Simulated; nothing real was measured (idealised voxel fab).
Documented hereafter: the process module known as voxel wiring stack.
For reference, the cross-section in this document is cut, with width 270 nm and square cells of 5 nm.
In this document a cross-section is written as a grid of square cells. It is given as a series of bands, listed from the top down, and a band is one or more rows of cells.
Look at the band entry: it leads with the top's height and the bottom's height in nm. Then it lists the materials left to right, with a width in nm for each. The word "all across" on a single material says that material fills the band edge to edge. The word "blank" is empty space.
Below 0: as-received wafer, all one material; heights counted from there. Lowest band: no bottom, goes on down, written "from 0 down".
Per-row width for "30 to 40": begins at first number (top row of band), ends at second number (bottom row), increment between rows held constant.
No cell of the cross-section changed in a step that is given as "all unchanged".
Look at "Trapped void list" for the closed voids: empty spaces with no open path to the top, sized 8 cells or up. Each is width x height at distance, distance from the left edge, all nm.
after a step's settings: what the simulator itself notes on the step
overlay nm: on a step with a mask, how far right of its planned place the mask lay; negative means left.

### Process steps foreseen in the plan
1) op RECEIVE | material Si
2) op CONFORMAL_DEP | material SiO2 | thk nm 10
3) op DIRECTIONAL_DEP | material TiN | thk nm 5
4) op DIRECTIONAL_DEP | material W | thk nm 15
5) op MASKED_ETCH | tone cover | mask id METAL_1 | width nm 25 | pitch nm 40 | etch materials W | depth nm 15 | overlay nm 0
6) op MASKED_ETCH | tone cover | mask id METAL_1 | width nm 25 | pitch nm 40 | etch materials TiN | depth nm 5 | overlay nm 0
7) op FILL_DEP | material lowk | thk nm 10
8) op CMP | height nm 30
9) op CONFORMAL_DEP | material SiCN | thk nm 5
10) op DIRECTIONAL_DEP | material SiO2 | thk nm 10
11) op DIRECTIONAL_DEP | material aC | thk nm 15
12) op PATTERN | tone open | mask id PLUG_1 | material resist | width nm 15 | pitch nm 40 | thk nm 30 | overlay nm 0
13) op DIRECTIONAL_ETCH | etch materials aC | depth nm 15
14) op STRIP | etch materials resist
15) op DIRECTIONAL_ETCH | etch materials SiO2 | depth nm 10
16) op DIRECTIONAL_ETCH | etch materials SiCN | depth nm 5
17) op STRIP | etch materials aC
18) op CONFORMAL_DEP | material TiN | thk nm 5
19) op FILL_DEP | material W | thk nm 5
20) op CMP | height nm 45
21) op CONFORMAL_DEP | material SiCN | thk nm 5
22) op DIRECTIONAL_DEP | material SiO2 | thk nm 15
23) op MASKED_ETCH | tone open | mask id METAL_2 | width nm 25 | pitch nm 40 | etch materials SiO2 | depth nm 15 | overlay nm 0
24) op MASKED_ETCH | tone open | mask id METAL_2 | width nm 25 | pitch nm 40 | etch materials SiCN | depth nm 5 | overlay nm 0
25) op CONFORMAL_DEP | material TiN | thk nm 5
26) op FILL_DEP | material Cu | thk nm 5
27) op CMP | height nm 65
28) op CONFORMAL_DEP | material SiCN | thk nm 5
29) op DIRECTIONAL_DEP | material lowk | thk nm 35
30) op DIRECTIONAL_DEP | material aC | thk nm 15
31) op PATTERN | tone open | mask id METAL_3_HOLES | material resist | width nm 15 | pitch nm 40 | thk nm 30 | overlay nm 0
32) op DIRECTIONAL_ETCH | etch materials aC | depth nm 15
33) op STRIP | etch materials resist
34) op DIRECTIONAL_ETCH | etch materials lowk | depth nm 35
35) op STRIP | etch materials aC
36) op DIRECTIONAL_DEP | material aC | thk nm 15
37) op PATTERN | tone open | mask id METAL_3 | material resist | width nm 25 | pitch nm 40 | thk nm 35 | overlay nm 0
38) op DIRECTIONAL_ETCH | etch materials aC | depth nm 15
39) op STRIP | etch materials resist
40) op DIRECTIONAL_ETCH | etch materials lowk | depth nm 20
41) op DIRECTIONAL_ETCH | etch materials SiCN | depth nm 5
42) op STRIP | etch materials aC
43) op CONFORMAL_DEP | material TiN | thk nm 5
44) op FILL_DEP | material Ru | thk nm 5
45) op CMP | height nm 105
46) op CONFORMAL_DEP | material SiCN | thk nm 5
47) op DIRECTIONAL_DEP | material SiO2 | thk nm 25
48) op PATTERN | tone open | mask id METAL_4 | material resist | width nm 25 | pitch nm 40 | thk nm 15 | overlay nm 0
49) op DIRECTIONAL_ETCH | etch materials SiO2 | depth nm 15
50) op STRIP | etch materials resist
51) op DIRECTIONAL_DEP | material aC | thk nm 15
52) op PATTERN | tone open | mask id METAL_4_HOLES | material resist | width nm 15 | pitch nm 80 | thk nm 35 | overlay nm 0
53) op DIRECTIONAL_ETCH | etch materials aC | depth nm 15
54) op STRIP | etch materials resist
55) op DIRECTIONAL_ETCH | etch materials SiO2 | depth nm 10
56) op DIRECTIONAL_ETCH | etch materials SiCN | depth nm 5
57) op STRIP | etch materials aC
58) op CONFORMAL_DEP | material TiN | thk nm 5
59) op FILL_DEP | material Ru | thk nm 5
60) op CMP | height nm 135
61) op CONFORMAL_DEP | material SiN | thk nm 5

### Cross-section of the wafer at receipt, which is the condition after step 1
  from 0 down  Si all across
  Trapped void list: none

### This is how the wafer looks in cross-section once the module is done, given the starting state and plan above and one mistake in carrying the plan out
  from 140 to 135  SiN all across
  from 135 to 125  SiO2: 80 / TiN: 5 / Ru: 15 / TiN: 5 / SiO2: 15 / TiN: 5 / Ru: 15 / TiN: 5 / SiO2: 15 / TiN: 5 / Ru: 15 / TiN: 5 / SiO2: 85
  from 125 to 120  SiO2: 80 / TiN: 5 / Ru: 5 / TiN: 15 / SiO2: 15 / TiN: 25 / SiO2: 15 / TiN: 5 / Ru: 5 / TiN: 15 / SiO2: 85
  from 120 to 110  SiO2: 80 / TiN: 5 / Ru: 5 / TiN: 5 / SiO2: 65 / TiN: 5 / Ru: 5 / TiN: 5 / SiO2: 95
  from 110 to 105  SiCN: 80 / TiN: 15 / SiCN: 65 / TiN: 15 / SiCN: 95
  from 105 to 90  lowk: 80 / TiN: 5 / Ru: 15 / TiN: 5 / lowk: 15 / TiN: 5 / Ru: 15 / TiN: 5 / lowk: 15 / TiN: 5 / Ru: 15 / TiN: 5 / lowk: 85
  from 90 to 85  lowk: 80 / TiN: 5 / Ru: 5 / TiN: 15 / lowk: 15 / TiN: 5 / Ru: 5 / TiN: 15 / lowk: 15 / TiN: 5 / Ru: 5 / TiN: 15 / lowk: 85
  from 85 to 70  lowk: 80 / TiN: 5 / Ru: 5 / TiN: 5 / lowk: 25 / TiN: 5 / Ru: 5 / TiN: 5 / lowk: 25 / TiN: 5 / Ru: 5 / TiN: 5 / lowk: 95
  from 70 to 65  SiCN: 80 / TiN: 15 / SiCN: 25 / TiN: 15 / SiCN: 25 / TiN: 15 / SiCN: 95
  from 65 to 50  SiO2: 80 / TiN: 5 / Cu: 15 / TiN: 5 / SiO2: 15 / TiN: 5 / Cu: 15 / TiN: 5 / SiO2: 15 / TiN: 5 / Cu: 15 / TiN: 5 / SiO2: 85
  from 50 to 45  SiCN: 80 / TiN: 25 / SiCN: 15 / TiN: 25 / SiCN: 15 / TiN: 25 / SiCN: 85
  from 45 to 35  SiO2: 75 / TiN: 5 / W: 15 / TiN: 5 / SiO2: 15 / TiN: 5 / W: 15 / TiN: 5 / SiO2: 15 / TiN: 5 / W: 15 / TiN: 5 / SiO2: 90
  from 35 to 30  SiCN: 75 / TiN: 25 / SiCN: 15 / TiN: 25 / SiCN: 15 / TiN: 25 / SiCN: 90
  from 30 to 15  lowk: 80 / W: 25 / lowk: 15 / W: 25 / lowk: 15 / W: 25 / lowk: 85
  from 15 to 10  lowk: 80 / TiN: 25 / lowk: 15 / TiN: 25 / lowk: 15 / TiN: 25 / lowk: 85
  from 10 to 0  SiO2 all across
  from 0 down  Si all across
  Trapped void list: none
Deviation from plan: so step 12 ended up running with a different setting than we planned, it ran as op PATTERN | tone open | mask id PLUG_1 | material resist | width nm 25 | pitch nm 40 | thk nm 30 | overlay nm 0
